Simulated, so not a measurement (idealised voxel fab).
A process module follows: voxel self aligned contacts.
Shown is cross-section cut, with a width of 225 nm and square cells of size 5 nm.
Cross-section format: a grid of square cells, given as bands from top to bottom; each band is one or more rows of cells.
Read a band's entry like this: the first values are the height of its top and the height of its bottom in nm, and what follows is the sequence of materials from left to right, each with its width in nm. Note that "blank" is empty space, and that a single material marked "throughout" reaches across the band from edge to edge.
Height datum 0, below which the as-received substrate wafer is one material. Lowest band open at the bottom, running downward: "0 nm and below".
A width given as "30->40" starts at the first number in the band's top row and ends at the second number in its bottom row, shifting by an equal amount at every step from row to row.
"changes: none" for a step: no cell of the cross-section changed in that step.
The entry "Fully enclosed voids" lists the empty spaces that cover at least 8 cells and have no open path to the top. Each is written as width x height at distance, where the distance is measured from the left edge and all three values are in nm.
Read whatever lies past the settings on a step's line as the simulator's own remark about the step.
"overlay nm" denotes, for a step that has a mask, the displacement of the mask to the right of its planned place, with negative values corresponding to the left.

# Listed below are the process steps as planned
1) RECEIVE | material Si
2) OXIDIZE | depth nm 5
3) DIRECTIONAL_DEP | material polySi | thk nm 25
4) DIRECTIONAL_DEP | material SiN | thk nm 25
5) DIRECTIONAL_DEP | material aC | thk nm 10
6) PATTERN | tone cover | mask id GATE | material resist | width nm 35 | pitch nm 80 | thk nm 25 | overlay nm 0
7) DIRECTIONAL_ETCH | etch materials aC | depth nm 10
8) STRIP | etch materials resist
9) DIRECTIONAL_ETCH | etch materials SiN | depth nm 25
10) DIRECTIONAL_ETCH | etch materials polySi | depth nm 25
11) STRIP | etch materials aC
12) CONFORMAL_DEP | material SiN | thk nm 10
13) DIRECTIONAL_ETCH | etch materials SiN | depth nm 10
14) FILL_DEP | material SiO2 | thk nm 15
15) CMP | height nm 60
16) MASKED_ETCH | tone open | mask id CONTACT | width nm 65 | pitch nm 80 | etch materials SiO2 | depth nm 65 | overlay nm 0
17) CONFORMAL_DEP | material TiN | thk nm 5
18) FILL_DEP | material W | thk nm 10
19) CMP | height nm 60
20) CONFORMAL_DEP | material SiCN | thk nm 5

# Wafer cross-section on receipt, i.e. after step 1
	0 nm and below = Si throughout
	Fully enclosed voids: none

# First wafer of two, sectioned at end of module; run went per plan
	65 nm to 60 nm = SiCN throughout
	60 nm to 50 nm = SiO2 40, TiN 5->25, W 55->15, TiN 5->25, SiO2 15, TiN 5->25, W 55->15, TiN 5->25, SiO2 40
	50 nm to 25 nm = SiO2 5, SiN 55, TiN 5, W 15, TiN 5, SiN 55, TiN 5, W 15, TiN 5, SiN 55, SiO2 5
	25 nm to 0 nm = SiO2 5, SiN 10, polySi 35, SiN 10, TiN 5, W 15, TiN 5, SiN 10, polySi 35, SiN 10, TiN 5, W 15, TiN 5, SiN 10, polySi 35, SiN 10, SiO2 5
	0 nm to -5 nm = SiO2 60, TiN 25, SiO2 55, TiN 25, SiO2 60
	-5 nm and below = Si throughout
	Fully enclosed voids: none

# Module end: cross-section of wafer two of two. Same start and process plan as the first wafer. One mistake during execution
	65 nm to 60 nm = SiCN throughout
	60 nm to 55 nm = SiO2 40, TiN 5, W 55, TiN 5, SiO2 15, TiN 5, W 55, TiN 5, SiO2 40
	55 nm to 50 nm = SiO2 40, TiN 65, SiO2 15, TiN 65, SiO2 40
	50 nm to 25 nm = SiN 25, SiO2 15, SiN 65, SiO2 15, SiN 65, SiO2 15, SiN 25
	25 nm to 0 nm = polySi 15, SiN 10, SiO2 15, SiN 10, polySi 45, SiN 10, SiO2 15, SiN 10, polySi 45, SiN 10, SiO2 15, SiN 10, polySi 15
	0 nm to -5 nm = SiO2 throughout
	-5 nm and below = Si throughout
	Fully enclosed voids: none
Want to know what went wrong? step 6 ran as: PATTERN | tone open | mask id GATE | material resist | width nm 35 | pitch nm 80 | thk nm 25 | overlay nm 0
The second wafer ends with more or fewer cells of some materials than the first, per final count: SiN: 15 more, SiO2: 80 more, TiN: 44 fewer, W: 66 fewer, polySi: 15 more
